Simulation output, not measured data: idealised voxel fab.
Module name: voxel transistor to metal (process module)
We display cut, a cross-section 185 nm in width whose square cells are each 5 nm.
Reading order for cross-sections: top band down to bottom band. Underlying form: a grid of square cells. Band size: one or more rows of cells. Top, bottom (nm), then materials left to right with widths (nm); lone material tagged "full width" fills the whole band edge to edge; "air" = empty space. Note: height 0 marks the level under which the wafer is uniformly one material as received. Lowest band unbounded below, written "0 down". A width such as "30->40" changes by the same amount from each row of cells to the next, from the band's top row to its bottom row. When a step is marked "left unchanged", none of the cells in the cross-section changed during that step. For the entry "Enclosed cavities", the listed items are empty spaces with no open way to the top whose size is 8 cells or more; each item follows the pattern width x height at distance, where distance is from the left edge and all three are in nm. after a step's settings: what the simulator itself notes on the step. "overlay nm" on a masked step: distance the mask lay right of its planned place, negative for left.
Steps in the process plan
| 1 | RECEIVE,material Si |
| 2 | CONFORMAL_DEP,material SiO2,thk nm 5 |
| 3 | CONFORMAL_DEP,material SiN,thk nm 10 |
| 4 | PATTERN,tone cover,mask id ACTIVE,material resist,width nm 95,thk nm 20,overlay nm 0 |
| 5 | DIRECTIONAL_ETCH,etch materials SiN,depth nm 10 |
| 6 | DIRECTIONAL_ETCH,etch materials SiO2,depth nm 5 |
| 7 | DIRECTIONAL_ETCH,etch materials Si,depth nm 35 |
| 8 | STRIP,etch materials resist |
| 9 | FILL_DEP,material SiO2,thk nm 5 |
| 10 | CMP,height nm 15 |
| 11 | SELECTIVE_ETCH,etch materials SiO2,depth nm 10 |
| 12 | STRIP,etch materials SiN |
| 13 | SELECTIVE_ETCH,etch materials SiO2,depth nm 5 |
| 14 | OXIDIZE,depth nm 5 |
| 15 | DIRECTIONAL_DEP,material polySi,thk nm 25 |
| 16 | DIRECTIONAL_DEP,material SiCN,thk nm 10 |
| 17 | DIRECTIONAL_DEP,material aC,thk nm 10 |
| 18 | PATTERN,tone cover,mask id GATE,material resist,width nm 25,thk nm 30,overlay nm 0 |
| 19 | DIRECTIONAL_ETCH,etch materials aC,depth nm 10 |
| 20 | STRIP,etch materials resist |
| 21 | DIRECTIONAL_ETCH,etch materials SiCN,depth nm 20 |
| 22 | DIRECTIONAL_ETCH,etch materials polySi,depth nm 35 |
| 23 | STRIP,etch materials aC |
| 24 | CONFORMAL_DEP,material SiN,thk nm 5 |
| 25 | DIRECTIONAL_ETCH,etch materials SiN,depth nm 5 |
| 26 | DIRECTIONAL_ETCH,etch materials SiO2,depth nm 5 |
| 27 | DIRECTIONAL_ETCH,etch materials Si,depth nm 10 |
| 28 | EPI,material pSi,thk nm 10 |
| 29 | FILL_DEP,material SiO2,thk nm 10 |
| 30 | CMP,height nm 25 |
| 31 | STRIP,etch materials polySi |
| 32 | SELECTIVE_ETCH,etch materials SiO2,depth nm 5 |
| 33 | CONFORMAL_DEP,material HfO2,thk nm 5 |
| 34 | CONFORMAL_DEP,material TiN,thk nm 5 |
| 35 | FILL_DEP,material W,thk nm 5 |
| 36 | CMP,height nm 20 |
| 37 | DIRECTIONAL_DEP,material SiO2,thk nm 10 |
| 38 | PATTERN,tone open,mask id CONTACT,material resist,width nm 15,pitch nm 70,thk nm 15,overlay nm 0 |
| 39 | DIRECTIONAL_ETCH,etch materials SiO2,depth nm 35 |
| 40 | STRIP,etch materials resist |
| 41 | CONFORMAL_DEP,material TiN,thk nm 5 |
| 42 | FILL_DEP,material Ru,thk nm 5 |
| 43 | CMP,height nm 30 |
| 44 | CONFORMAL_DEP,material SiN,thk nm 5 |
| 45 | DIRECTIONAL_DEP,material SiO2,thk nm 15 |
| 46 | PATTERN,tone open,mask id METAL_1,material resist,width nm 15,pitch nm 70,thk nm 20,overlay nm 0 |
| 47 | DIRECTIONAL_ETCH,etch materials SiO2,depth nm 15 |
| 48 | DIRECTIONAL_ETCH,etch materials SiN,depth nm 5 |
| 49 | STRIP,etch materials resist |
| 50 | CONFORMAL_DEP,material TiN,thk nm 5 |
| 51 | FILL_DEP,material Cu,thk nm 5 |
| 52 | CMP,height nm 50 |
| 53 | EPI,material Ru,thk nm 5 |
| 54 | FILL_DEP,material SiCN,thk nm 5 |
| 55 | DIRECTIONAL_DEP,material lowk,thk nm 30 |
| 56 | MASKED_ETCH,tone open,mask id METAL_2,width nm 15,pitch nm 70,etch materials lowk,depth nm 20,overlay nm 0 |
| 57 | MASKED_ETCH,tone open,mask id METAL_2_HOLES,width nm 15,pitch nm 70,etch materials lowk,depth nm 10,overlay nm 0 |
| 58 | MASKED_ETCH,tone open,mask id METAL_2_HOLES,width nm 15,pitch nm 70,etch materials SiCN,depth nm 5,overlay nm 0 |
| 59 | CONFORMAL_DEP,material TiN,thk nm 5 |
| 60 | FILL_DEP,material Cu,thk nm 5 |
| 61 | CMP,height nm 90 |
| 62 | CONFORMAL_DEP,material SiN,thk nm 5 |
Here's what the wafer looked like in cross-section when it arrived - that's after step 1
0 down | Si full width
Enclosed cavities: none
First of two wafers: cross-section at end of module, run per plan
95 to 90 | SiN full width
90 to 60 | lowk=50; TiN=5; Cu=5; TiN=5; lowk=55; TiN=5; Cu=5; TiN=5; lowk=50
60 to 55 | SiCN=50; TiN=15; SiCN=55; TiN=15; SiCN=50
55 to 50 | SiCN=45; Ru=25; SiCN=45; Ru=25; SiCN=45
50 to 35 | SiO2=50; TiN=5; Cu=5; TiN=5; SiO2=55; TiN=5; Cu=5; TiN=5; SiO2=50
35 to 30 | SiN=50; TiN=15; SiN=55; TiN=15; SiN=50
30 to 20 | SiO2=50; TiN=5; Ru=5; TiN=5; SiO2=55; TiN=5; Ru=5; TiN=5; SiO2=50
20 to 5 | SiO2=50; TiN=5; Ru=5; TiN=5; SiO2=10; SiN=5; HfO2=5; TiN=5; W=5; TiN=5; HfO2=5; SiN=5; SiO2=10; TiN=5; Ru=5; TiN=5; SiO2=50
5 to 0 | SiO2=50; TiN=5; Ru=5; TiN=5; pSi=10; SiN=5; HfO2=5; TiN=15; HfO2=5; SiN=5; pSi=10; TiN=5; Ru=5; TiN=5; SiO2=50
0 to -5 | SiO2=50; TiN=15; pSi=10; HfO2=35; pSi=10; TiN=15; SiO2=50
-5 to -15 | SiO2=45; pSi=30; Si=35; pSi=30; SiO2=45
-15 to -35 | SiO2=45; Si=95; SiO2=45
-35 down | Si full width
Enclosed cavities: none
End of module, second wafer, cross-section. Started like the first, planned like the first, run with one mistake
95 to 90 | SiN full width
90 to 60 | lowk=50; TiN=5; Cu=5; TiN=5; lowk=55; TiN=5; Cu=5; TiN=5; lowk=50
60 to 55 | SiCN=50; TiN=15; SiCN=55; TiN=15; SiCN=50
55 to 50 | SiCN=45; Ru=25; SiCN=45; Ru=25; SiCN=45
50 to 35 | SiO2=50; TiN=5; Cu=5; TiN=5; SiO2=55; TiN=5; Cu=5; TiN=5; SiO2=50
35 to 30 | SiN=50; TiN=15; SiN=55; TiN=15; SiN=50
30 to 20 | SiO2=50; TiN=5; Ru=5; TiN=5; SiO2=55; TiN=5; Ru=5; TiN=5; SiO2=50
20 to 5 | SiO2=50; TiN=5; Ru=5; TiN=5; SiO2=10; SiN=5; HfO2=5; TiN=5; W=5; TiN=5; HfO2=5; SiN=5; SiO2=10; TiN=5; Ru=5; TiN=5; SiO2=50
5 to 0 | SiO2=50; TiN=5; Ru=5; TiN=5; pSi=10; SiN=5; HfO2=5; TiN=15; HfO2=5; SiN=5; pSi=10; TiN=5; Ru=5; TiN=5; SiO2=50
0 to -5 | SiO2=50; TiN=15; pSi=10; HfO2=35; pSi=10; TiN=15; SiO2=50
-5 to -15 | SiO2=45; pSi=30; Si=35; pSi=30; SiO2=45
-15 to -70 | SiO2=45; Si=95; SiO2=45
-70 down | Si full width
Enclosed cavities: none
It is concluded that the wafer was processed incorrectly with respect to the plan, in that execution of plan step 7 occurred twice
End of process, cell counts, second wafer against first, materials with more or fewer: -126 Si, +126 SiO2
